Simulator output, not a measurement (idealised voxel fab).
Documented hereafter: the process module known as voxel wiring stack.
180 nm wide, 5 nm square cells: that's cross-section cut.
Throughout this document, each cross-section is represented as a grid of square cells and is presented as a sequence of bands enumerated from the top downward, where a band comprises one or more rows of cells. Look at the band entry: it leads with the top's height and the bottom's height in nm. Then it lists the materials left to right, with a width in nm for each. The word "full width" on a single material says that material fills the band edge to edge. The word "air" is empty space. Where do heights start? At 0: under that level the wafer as delivered is made of one material only. And the lowest band has no floor; it just carries on downward, as in "0 -> down". Width "30..40": first value at the band's top row of cells, second value at its bottom row, equal change from row to row. The designation "no modification", where it is given for a processing step, indicates that no cell of the cross-section was altered in the course of that step. Listed in "Closed void roster": every empty space of 8 or more cells without an open way to the top. Form: width x height at distance, the distance being from the left edge, all in nm. Past the settings on a step's line: simulator remark, on that step. Among the settings permitted on a step's line is "overlay nm"; applied to a step with a mask, it specifies the extent to which the mask lay to the right of its planned position, whereas a negative figure signifies a position to the left.

[List of planned process steps]
1: RECEIVE,material Si
2: CONFORMAL_DEP,material SiO2,thk nm 10
3: DIRECTIONAL_DEP,material TiN,thk nm 5
4: DIRECTIONAL_DEP,material Ru,thk nm 20
5: PATTERN,tone cover,mask id METAL_1,material resist,width nm 30,pitch nm 45,thk nm 15,overlay nm 0
6: DIRECTIONAL_ETCH,etch materials Ru,depth nm 20
7: DIRECTIONAL_ETCH,etch materials TiN,depth nm 5
8: STRIP,etch materials resist
9: FILL_DEP,material lowk,thk nm 5
10: CMP,height nm 35
11: CONFORMAL_DEP,material SiCN,thk nm 5
12: DIRECTIONAL_DEP,material lowk,thk nm 15
13: MASKED_ETCH,tone open,mask id PLUG_1,width nm 15,pitch nm 45,etch materials lowk,depth nm 15,overlay nm 0
14: MASKED_ETCH,tone open,mask id PLUG_1,width nm 15,pitch nm 45,etch materials SiCN,depth nm 5,overlay nm 0
15: CONFORMAL_DEP,material TiN,thk nm 5
16: FILL_DEP,material Cu,thk nm 5
17: CMP,height nm 55
18: DIRECTIONAL_DEP,material TiN,thk nm 5
19: DIRECTIONAL_DEP,material W,thk nm 25
20: DIRECTIONAL_DEP,material aC,thk nm 15
21: PATTERN,tone cover,mask id METAL_2,material resist,width nm 30,pitch nm 45,thk nm 35,overlay nm 0
22: DIRECTIONAL_ETCH,etch materials aC,depth nm 15
23: STRIP,etch materials resist
24: DIRECTIONAL_ETCH,etch materials W,depth nm 25
25: DIRECTIONAL_ETCH,etch materials TiN,depth nm 5
26: STRIP,etch materials aC
27: CONFORMAL_DEP,material SiN,thk nm 5
28: FILL_DEP,material lowk,thk nm 10
29: CMP,height nm 85
30: CONFORMAL_DEP,material SiCN,thk nm 5
31: DIRECTIONAL_DEP,material lowk,thk nm 10
32: MASKED_ETCH,tone open,mask id PLUG_2,width nm 15,etch materials lowk,depth nm 10,overlay nm 0
33: MASKED_ETCH,tone open,mask id PLUG_2,width nm 15,etch materials SiCN,depth nm 5,overlay nm 0
34: EPI,material Ru,thk nm 10
35: EPI,material Ru,thk nm 5
36: DIRECTIONAL_DEP,material TiN,thk nm 5
37: DIRECTIONAL_DEP,material W,thk nm 25
38: MASKED_ETCH,tone cover,mask id METAL_3,width nm 30,pitch nm 45,etch materials W,depth nm 25,overlay nm 0
39: MASKED_ETCH,tone cover,mask id METAL_3,width nm 30,pitch nm 45,etch materials TiN,depth nm 5,overlay nm 0
40: FILL_DEP,material lowk,thk nm 5
41: CMP,height nm 130
42: CONFORMAL_DEP,material SiN,thk nm 5

[Incoming wafer, cross-sectional view, post step 1]
- 0 -> down = Si full width
- Closed void roster: none

[Here's the cross-section of the first of our two wafers at the end of the module - it ran as planned]
- 135 -> 130 = SiN full width
- 130 -> 105 = lowk 50 nm, then W 30 nm, then lowk 15 nm, then W 30 nm, then lowk 55 nm
- 105 -> 100 = lowk 50 nm, then TiN 30 nm, then lowk 15 nm, then TiN 30 nm, then lowk 55 nm
- 100 -> 90 = lowk 50 nm, then Ru 15 nm, then lowk 115 nm
- 90 -> 85 = SiCN 50 nm, then Ru 15 nm, then SiCN 115 nm
- 85 -> 60 = lowk 45 nm, then SiN 5 nm, then W 30 nm, then SiN 5 nm, then lowk 5 nm, then SiN 5 nm, then W 30 nm, then SiN 5 nm, then lowk 50 nm
- 60 -> 55 = SiN 50 nm, then TiN 30 nm, then SiN 15 nm, then TiN 30 nm, then SiN 55 nm
- 55 -> 40 = lowk 50 nm, then TiN 5 nm, then Cu 5 nm, then TiN 5 nm, then lowk 30 nm, then TiN 5 nm, then Cu 5 nm, then TiN 5 nm, then lowk 70 nm
- 40 -> 35 = SiCN 50 nm, then TiN 15 nm, then SiCN 30 nm, then TiN 15 nm, then SiCN 70 nm
- 35 -> 15 = lowk 50 nm, then Ru 30 nm, then lowk 15 nm, then Ru 30 nm, then lowk 55 nm
- 15 -> 10 = lowk 50 nm, then TiN 30 nm, then lowk 15 nm, then TiN 30 nm, then lowk 55 nm
- 10 -> 0 = SiO2 full width
- 0 -> down = Si full width
- Closed void roster: none

[What the second wafer looks like in cross-section once the module is done. Its start and its plan matched the first wafer's exactly; what differed was one mistake in how it was run]
- 135 -> 130 = SiN full width
- 130 -> 105 = lowk 40 nm, then W 30 nm, then lowk 15 nm, then W 30 nm, then lowk 65 nm
- 105 -> 100 = lowk 40 nm, then TiN 40 nm, then lowk 5 nm, then TiN 40 nm, then lowk 55 nm
- 100 -> 90 = lowk 50 nm, then Ru 15 nm, then lowk 115 nm
- 90 -> 85 = SiCN 50 nm, then Ru 15 nm, then SiCN 115 nm
- 85 -> 60 = lowk 45 nm, then SiN 5 nm, then W 30 nm, then SiN 5 nm, then lowk 5 nm, then SiN 5 nm, then W 30 nm, then SiN 5 nm, then lowk 50 nm
- 60 -> 55 = SiN 50 nm, then TiN 30 nm, then SiN 15 nm, then TiN 30 nm, then SiN 55 nm
- 55 -> 40 = lowk 50 nm, then TiN 5 nm, then Cu 5 nm, then TiN 5 nm, then lowk 30 nm, then TiN 5 nm, then Cu 5 nm, then TiN 5 nm, then lowk 70 nm
- 40 -> 35 = SiCN 50 nm, then TiN 15 nm, then SiCN 30 nm, then TiN 15 nm, then SiCN 70 nm
- 35 -> 15 = lowk 50 nm, then Ru 30 nm, then lowk 15 nm, then Ru 30 nm, then lowk 55 nm
- 15 -> 10 = lowk 50 nm, then TiN 30 nm, then lowk 15 nm, then TiN 30 nm, then lowk 55 nm
- 10 -> 0 = SiO2 full width
- 0 -> down = Si full width
- Closed void roster: none
Heads up, the wafer didn't run the way we planned it: for step 38, the planned setting was not used; the step was instead run as MASKED_ETCH,tone cover,mask id METAL_3,width nm 30,pitch nm 45,etch materials W,depth nm 25,overlay nm -10
Final tally in cells, some materials are higher or lower on the second wafer than on the first: 4 more of TiN; 4 fewer of lowk
